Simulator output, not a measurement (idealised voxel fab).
Process module name: voxel self aligned vias
Displayed cross-section: cut, width of 145 nm, square cells sized 5 nm.
How to read a cross-section here: the picture is a grid of square cells, written as bands going from the top down, and any band can span one or more rows of cells. This entry defines a band. It first specifies the height of the band's top and the height of its bottom in nm, and then specifies the band's materials from left to right, stating each material with its width in nm. The word "all across" identifies a single material that fills the band from edge to edge, while the word "blank" identifies empty space. Height datum 0, below which the as-received substrate wafer is one material. Lowest band open at the bottom, running downward: "top 0, no bottom". Width: "30->40" (first number = top row, second number = bottom row, same change from row to row of cells). Where a step carries "no alterations made", the cross-section came out of it unchanged, cell for cell. Closed empty spaces (no open way to the top) of 8 cells or more are what "Non-vented voids" lists, each as width x height at distance from the left edge, nm for all three. On a step's line, text after the settings is the simulator commenting on that step. "overlay nm", when on a step's line for a step with a mask, measures how far to the right of its planned place the mask lay; a negative measure means to the left.
The steps planned for the process are as follows:
| 1 | RECEIVE, material Si |
| 2 | CONFORMAL_DEP, material SiO2, thk nm 15 |
| 3 | CONFORMAL_DEP, material SiCN, thk nm 5 |
| 4 | DIRECTIONAL_DEP, material lowk, thk nm 25 |
| 5 | MASKED_ETCH, tone open, mask id LINES, width nm 25, pitch nm 65, etch materials lowk, depth nm 25, overlay nm 0 |
| 6 | CONFORMAL_DEP, material TiN, thk nm 5 |
| 7 | FILL_DEP, material Ru, thk nm 5 |
| 8 | CMP, height nm 45 |
| 9 | SELECTIVE_ETCH, etch materials W Ru TiN, depth nm 10 |
| 10 | FILL_DEP, material SiN, thk nm 5 |
| 11 | CMP, height nm 45 |
| 12 | DIRECTIONAL_DEP, material lowk, thk nm 20 |
| 13 | DIRECTIONAL_DEP, material aC, thk nm 15 |
| 14 | PATTERN, tone open, mask id VIAS, material resist, width nm 45, thk nm 35, overlay nm 0 |
| 15 | DIRECTIONAL_ETCH, etch materials aC, depth nm 15 |
| 16 | STRIP, etch materials resist |
| 17 | DIRECTIONAL_ETCH, etch materials lowk, depth nm 20 |
| 18 | DIRECTIONAL_ETCH, etch materials SiN, depth nm 10 |
| 19 | STRIP, etch materials aC |
| 20 | CONFORMAL_DEP, material TiN, thk nm 5 |
| 21 | FILL_DEP, material W, thk nm 10 |
| 22 | CMP, height nm 65 |
| 23 | CONFORMAL_DEP, material SiN, thk nm 5 |
Delivered wafer in cross-section: state after step 1:
	top 0, no bottom = Si all across
	Non-vented voids: none
Run as planned - first of the two wafers cross-sectioned at the end of the module:
	top 70, bottom 65 = SiN all across
	top 65, bottom 50 = lowk: 15, then TiN: 5, then W: 35, then TiN: 5, then lowk: 85
	top 50, bottom 45 = lowk: 15, then TiN: 15, then W: 15, then TiN: 15, then lowk: 85
	top 45, bottom 40 = lowk: 25, then TiN: 5, then W: 15, then TiN: 5, then lowk: 40, then SiN: 25, then lowk: 30
	top 40, bottom 35 = lowk: 25, then TiN: 25, then lowk: 40, then SiN: 25, then lowk: 30
	top 35, bottom 25 = lowk: 25, then TiN: 5, then Ru: 15, then TiN: 5, then lowk: 40, then TiN: 5, then Ru: 15, then TiN: 5, then lowk: 30
	top 25, bottom 20 = lowk: 25, then TiN: 25, then lowk: 40, then TiN: 25, then lowk: 30
	top 20, bottom 15 = SiCN all across
	top 15, bottom 0 = SiO2 all across
	top 0, no bottom = Si all across
	Non-vented voids: none
The second wafer, shown in cross-section after the module: started the same way as the first and given the same plan, yet one mistake crept into how it was run:
	top 70, bottom 65 = SiN all across
	top 65, bottom 45 = lowk: 15, then TiN: 5, then W: 35, then TiN: 5, then lowk: 85
	top 45, bottom 40 = SiN: 15, then TiN: 15, then W: 15, then TiN: 15, then SiN: 85
	top 40, bottom 35 = lowk: 25, then TiN: 25, then lowk: 40, then SiN: 25, then lowk: 30
	top 35, bottom 20 = lowk: 25, then TiN: 5, then Ru: 15, then TiN: 5, then lowk: 40, then TiN: 5, then Ru: 15, then TiN: 5, then lowk: 30
	top 20, bottom 15 = lowk: 25, then TiN: 25, then lowk: 40, then TiN: 25, then lowk: 30
	top 15, bottom 10 = SiCN all across
	top 10, bottom 0 = SiO2 all across
	top 0, no bottom = Si all across
	Non-vented voids: none
So what did we get wrong on this run? note that step 2 departed from the planned setting and was carried out as CONFORMAL_DEP, material SiO2, thk nm 10
Final cells, second wafer relative to first, materials higher or lower: Ru +6, SiN +15, SiO2 -29, TiN +4, W +4
